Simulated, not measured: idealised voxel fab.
Process module heading - voxel trench capacitor
The figure presents cross-section cut, which has a width of 290 nm and is divided into square cells with an edge length of 5 nm.
Bands, listed from the top down, are how a cross-section gets written in this document; the cross-section itself is a grid of square cells, and a band is one or more rows of them. First you get the band's top height and its bottom height, in nm, and then the materials it's made of, left to right, with each width in nm. If you see a single material with "edge to edge", that one covers the band edge to edge. "air" is empty space. Zero point of the height axis is 0; under it, received wafer = one material. Lowest band: continues down indefinitely, "0 and below". Per-row width for "30 to 40": begins at first number (top row of band), ends at second number (bottom row), increment between rows held constant. Any step labelled "remained unchanged" changed none of the cells in the cross-section. "Enclosed void entries" means: voids of 8 cells or more that are shut off from the top with no open way through. Written width x height at distance, distance from the left edge, in nm. On each step's line, the part that comes after the settings is the simulator's own comment on the step. Among the settings permitted on a step's line is "overlay nm"; applied to a step with a mask, it specifies the extent to which the mask lay to the right of its planned position, whereas a negative figure signifies a position to the left.

**These are the steps we planned for the process**
1 RECEIVE with material Si
2 CONFORMAL_DEP with material SiN, thk nm 5
3 DIRECTIONAL_DEP with material aC, thk nm 15
4 PATTERN with tone open, mask id TRENCH, material resist, width nm 20, pitch nm 35, thk nm 30, overlay nm 0
5 DIRECTIONAL_ETCH with etch materials aC, depth nm 15
6 STRIP with etch materials resist
7 DIRECTIONAL_ETCH with etch materials SiN, depth nm 5
8 DIRECTIONAL_ETCH with etch materials Si, depth nm 30
9 STRIP with etch materials aC
10 CONFORMAL_DEP with material Al2O3, thk nm 5
11 FILL_DEP with material polySi, thk nm 10
12 CMP with height nm 5

**As-received wafer cross-section (after step 1)**
    0 and below = Si edge to edge
    Enclosed void entries: none

**Here's the wafer cut in cross-section after the module, started and planned just like above, except one thing was done wrong in the run**
    5 down to 0 = 115 polySi; 5 Al2O3; 10 polySi; 5 Al2O3; 15 polySi; 5 Al2O3; 10 polySi; 5 Al2O3; 120 polySi
    0 down to -20 = 115 Si; 5 Al2O3; 10 polySi; 5 Al2O3; 15 Si; 5 Al2O3; 10 polySi; 5 Al2O3; 120 Si
    -20 down to -25 = 115 Si; 20 Al2O3; 15 Si; 20 Al2O3; 120 Si
    -25 and below = Si edge to edge
    Enclosed void entries: none
Processing error: heads up, step 2 didn't go per plan, it actually ran as CONFORMAL_DEP with material polySi, thk nm 5
